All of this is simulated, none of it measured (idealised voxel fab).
process module | voxel gate over fins
cross-section cut | 265 nm wide | cells 5 nm
A cross-section is a grid of square cells, given in bands from the top down. A band is one or more rows of cells.
Each band's line starts with the height of the band's top and of its bottom, in nm. Then come its materials from left to right, each with its width in nm. One material with "throughout" fills the band from edge to edge. "air" is empty space.
Height 0 is the level under which the wafer as received is all one material. The lowest band goes on downwards, as in "0 down".
A width such as "30 to 40" changes by the same amount from each row of cells to the next, from the band's top row to its bottom row.
"no change" after a step means that no cell of the cross-section changed.
closed voids: empty space of 8 cells or more with no open way to the top, each as width x height at its distance from the left edge, in nm
after a step's settings: what the simulator itself notes on the step
overlay nm, on a step with a mask: how far to the right of its planned place the mask lay; to the left if negative
plan
1 op RECEIVE | material Si
2 op CONFORMAL_DEP | material SiN | thk nm 10
3 op MASKED_ETCH | tone cover | mask id FINS | width nm 15 | pitch nm 40 | etch materials SiN | depth nm 10 | overlay nm 0
4 op MASKED_ETCH | tone cover | mask id FINS | width nm 15 | pitch nm 40 | etch materials Si | depth nm 35 | overlay nm 0
5 op FILL_DEP | material SiO2 | thk nm 5
6 op CMP | height nm 10
7 op SELECTIVE_ETCH | etch materials SiO2 | depth nm 20
8 op STRIP | etch materials SiN
9 op CONFORMAL_DEP | material HfO2 | thk nm 5
10 op CONFORMAL_DEP | material TiN | thk nm 5
11 op FILL_DEP | material W | thk nm 10
12 op CMP | height nm 15
13 op CONFORMAL_DEP | material SiCN | thk nm 5
as received, after step 1
  0 down: Si throughout
  closed voids: none
a wafer at the end: this start, this plan, one mistake
  20 to 15: SiCN throughout
  15 to 10: W throughout
  10 to 5: W 55 | HfO2 35 | W 5 | HfO2 35 | W 5 | HfO2 35 | W 5 | HfO2 35 | W 55
  5 to 0: W 55 | HfO2 5 | TiN 25 | HfO2 5 | W 5 | HfO2 5 | TiN 25 | HfO2 5 | W 5 | HfO2 5 | TiN 25 | HfO2 5 | W 5 | HfO2 5 | TiN 25 | HfO2 5 | W 55
  0 to -5: HfO2 60 | TiN 5 | Si 15 | TiN 5 | HfO2 15 | TiN 5 | Si 15 | TiN 5 | HfO2 15 | TiN 5 | Si 15 | TiN 5 | HfO2 15 | TiN 5 | Si 15 | TiN 5 | HfO2 60
  -5 to -10: TiN 65 | Si 15 | TiN 25 | Si 15 | TiN 25 | Si 15 | TiN 25 | Si 15 | TiN 65
  -10 to -35: SiO2 65 | Si 15 | SiO2 25 | Si 15 | SiO2 25 | Si 15 | SiO2 25 | Si 15 | SiO2 65
  -35 down: Si throughout
  closed voids: none
what went wrong: steps 9 and 10 were swapped
